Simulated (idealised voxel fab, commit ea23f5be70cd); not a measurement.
Process module name: voxel transistor to metal
cross-section cut | 205 nm wide | cells 5 nm
Cross-section format: a grid of square cells, given as bands from top to bottom; each band is one or more rows of cells.
Band: top height; bottom height; in nm. Then, left to right: material with width in nm, for each material. "throughout": a single material spanning edge to edge. "air": empty space.
Heads up on the height convention: 0 is the point under which the incoming wafer is all one material, and the lowest band has no bottom, it just keeps going down, like "0 nm and below".
Note: "30..40" means the width goes from the first number (top row of the band) to the second number (bottom row) in equal steps per row of cells.
Take "changes: none" at face value: in the step it is given for, the cross-section changed in none of its cells.
Empty spaces without an open route to the top, at least 8 cells in extent, make up the entry "Trapped cavities"; each is given as width x height at distance, where the distance is measured from the left edge, and all are in nm.
Post-settings text on a step line: simulator's own remark regarding the step.
"overlay nm", when on a step's line for a step with a mask, measures how far to the right of its planned place the mask lay; a negative measure means to the left.
# Below is the list of planned process steps
1) op RECEIVE | material Si
2) op OXIDIZE | depth nm 5
3) op CONFORMAL_DEP | material SiN | thk nm 10
4) op PATTERN | tone cover | mask id ACTIVE | material resist | width nm 110 | thk nm 15 | overlay nm 0
5) op DIRECTIONAL_ETCH | etch materials SiN | depth nm 10
6) op DIRECTIONAL_ETCH | etch materials SiO2 | depth nm 5
7) op DIRECTIONAL_ETCH | etch materials Si | depth nm 35
8) op STRIP | etch materials resist
9) op OXIDIZE | depth nm 5
10) op FILL_DEP | material SiO2 | thk nm 15
11) op CMP | height nm 10
12) op SELECTIVE_ETCH | etch materials SiO2 | depth nm 10
13) op STRIP | etch materials SiN
14) op SELECTIVE_ETCH | etch materials SiO2 | depth nm 5
15) op OXIDIZE | depth nm 5
16) op DIRECTIONAL_DEP | material polySi | thk nm 25
17) op DIRECTIONAL_DEP | material SiCN | thk nm 15
18) op MASKED_ETCH | tone cover | mask id GATE | width nm 20 | etch materials SiCN | depth nm 25 | overlay nm 0
19) op MASKED_ETCH | tone cover | mask id GATE | width nm 20 | etch materials polySi | depth nm 35 | overlay nm 0
20) op CONFORMAL_DEP | material SiN | thk nm 5
21) op DIRECTIONAL_ETCH | etch materials SiN | depth nm 5
22) op DIRECTIONAL_ETCH | etch materials SiO2 | depth nm 5
23) op DIRECTIONAL_ETCH | etch materials Si | depth nm 5
24) op EPI | material pSi | thk nm 10
25) op FILL_DEP | material SiO2 | thk nm 10
26) op CMP | height nm 35
27) op DIRECTIONAL_DEP | material SiO2 | thk nm 10
28) op DIRECTIONAL_DEP | material aC | thk nm 15
29) op PATTERN | tone open | mask id CONTACT | material resist | width nm 15 | pitch nm 75 | thk nm 30 | overlay nm 0
30) op DIRECTIONAL_ETCH | etch materials aC | depth nm 15
31) op STRIP | etch materials resist
32) op DIRECTIONAL_ETCH | etch materials SiO2 | depth nm 50
33) op STRIP | etch materials aC
34) op CONFORMAL_DEP | material TiN | thk nm 5
35) op FILL_DEP | material W | thk nm 5
36) op CMP | height nm 45
37) op DIRECTIONAL_DEP | material TiN | thk nm 5
38) op DIRECTIONAL_DEP | material W | thk nm 25
39) op PATTERN | tone cover | mask id METAL_1 | material resist | width nm 15 | pitch nm 75 | thk nm 15 | overlay nm 0
40) op DIRECTIONAL_ETCH | etch materials W | depth nm 25
41) op DIRECTIONAL_ETCH | etch materials TiN | depth nm 5
42) op STRIP | etch materials resist
43) op FILL_DEP | material lowk | thk nm 10
44) op CMP | height nm 75
45) op CONFORMAL_DEP | material SiCN | thk nm 5
46) op DIRECTIONAL_DEP | material lowk | thk nm 35
47) op MASKED_ETCH | tone open | mask id METAL_2 | width nm 15 | pitch nm 75 | etch materials lowk | depth nm 20 | overlay nm 0
48) op MASKED_ETCH | tone open | mask id METAL_2_HOLES | width nm 15 | pitch nm 75 | etch materials lowk | depth nm 15 | overlay nm 0
49) op MASKED_ETCH | tone open | mask id METAL_2_HOLES | width nm 15 | pitch nm 75 | etch materials SiCN | depth nm 5 | overlay nm 0
50) op CONFORMAL_DEP | material TiN | thk nm 5
51) op FILL_DEP | material Cu | thk nm 5
52) op CMP | height nm 115
53) op CONFORMAL_DEP | material SiN | thk nm 5
# Cross-section of the wafer at receipt, which is the condition after step 1
  0 nm and below = Si throughout
  Trapped cavities: none
# Here's the cross-section of the first of our two wafers at the end of the module - it ran as planned
  120 nm to 115 nm = SiN throughout
  115 nm to 80 nm = lowk: 55, then TiN: 5, then Cu: 5, then TiN: 5, then lowk: 60, then TiN: 5, then Cu: 5, then TiN: 5, then lowk: 60
  80 nm to 75 nm = SiCN: 55, then TiN: 15, then SiCN: 60, then TiN: 15, then SiCN: 60
  75 nm to 50 nm = lowk: 55, then W: 15, then lowk: 60, then W: 15, then lowk: 60
  50 nm to 45 nm = lowk: 55, then TiN: 15, then lowk: 60, then TiN: 15, then lowk: 60
  45 nm to 35 nm = SiO2: 55, then TiN: 5, then W: 5, then TiN: 5, then SiO2: 60, then TiN: 5, then W: 5, then TiN: 5, then SiO2: 60
  35 nm to 20 nm = SiO2: 55, then TiN: 5, then W: 5, then TiN: 5, then SiO2: 15, then SiN: 5, then SiCN: 20, then SiN: 5, then SiO2: 15, then TiN: 5, then W: 5, then TiN: 5, then SiO2: 60
  20 nm to 0 nm = SiO2: 55, then TiN: 5, then W: 5, then TiN: 5, then SiO2: 15, then SiN: 5, then polySi: 20, then SiN: 5, then SiO2: 15, then TiN: 5, then W: 5, then TiN: 5, then SiO2: 60
  0 nm to -5 nm = SiO2: 55, then TiN: 15, then SiO2: 5, then pSi: 10, then SiN: 5, then polySi: 20, then SiN: 5, then pSi: 10, then SiO2: 5, then TiN: 15, then SiO2: 60
  -5 nm to -10 nm = SiO2: 45, then pSi: 40, then SiO2: 30, then pSi: 40, then SiO2: 50
  -10 nm to -15 nm = SiO2: 50, then pSi: 35, then Si: 30, then pSi: 35, then SiO2: 55
  -15 nm to -45 nm = SiO2: 50, then Si: 100, then SiO2: 55
  -45 nm and below = Si throughout
  Trapped cavities: none
# Cross-section of the latter of the two wafers at module completion. It had an identical start and an identical plan to the former; in running it, one mistake was made
  120 nm to 115 nm = SiN throughout
  115 nm to 80 nm = lowk: 55, then TiN: 5, then Cu: 5, then TiN: 5, then lowk: 60, then TiN: 5, then Cu: 5, then TiN: 5, then lowk: 60
  80 nm to 75 nm = SiCN: 55, then TiN: 15, then SiCN: 60, then TiN: 15, then SiCN: 60
  75 nm to 50 nm = lowk: 55, then W: 15, then lowk: 60, then W: 15, then lowk: 60
  50 nm to 45 nm = lowk: 55, then TiN: 15, then lowk: 60, then TiN: 15, then lowk: 60
  45 nm to 35 nm = SiO2: 55, then TiN: 5, then W: 5, then TiN: 5, then SiO2: 60, then TiN: 5, then W: 5, then TiN: 5, then SiO2: 60
  35 nm to 20 nm = SiO2: 55, then TiN: 5, then W: 5, then TiN: 5, then SiO2: 15, then SiN: 5, then SiCN: 20, then SiN: 5, then SiO2: 15, then TiN: 5, then W: 5, then TiN: 5, then SiO2: 60
  20 nm to 0 nm = SiO2: 55, then TiN: 5, then W: 5, then TiN: 5, then SiO2: 15, then SiN: 5, then polySi: 20, then SiN: 5, then SiO2: 15, then TiN: 5, then W: 5, then TiN: 5, then SiO2: 60
  0 nm to -5 nm = SiO2: 55, then TiN: 15, then SiO2: 15, then SiN: 5, then polySi: 20, then SiN: 5, then SiO2: 15, then TiN: 15, then SiO2: 60
  -5 nm to -15 nm = pSi: 45..40, then SiO2: 110..120, then pSi: 50..45
  -15 nm to -45 nm = Si: 40, then SiO2: 120, then Si: 45
  -45 nm and below = Si throughout
  Trapped cavities: none
Processing error: step 4 went in with a setting other than planned; the actual run was op PATTERN | tone open | mask id ACTIVE | material resist | width nm 110 | thk nm 15 | overlay nm 0
FYI, end of process, the second wafer has more or fewer cells of some materials than the first: -24 Si, +22 SiO2, +2 pSi
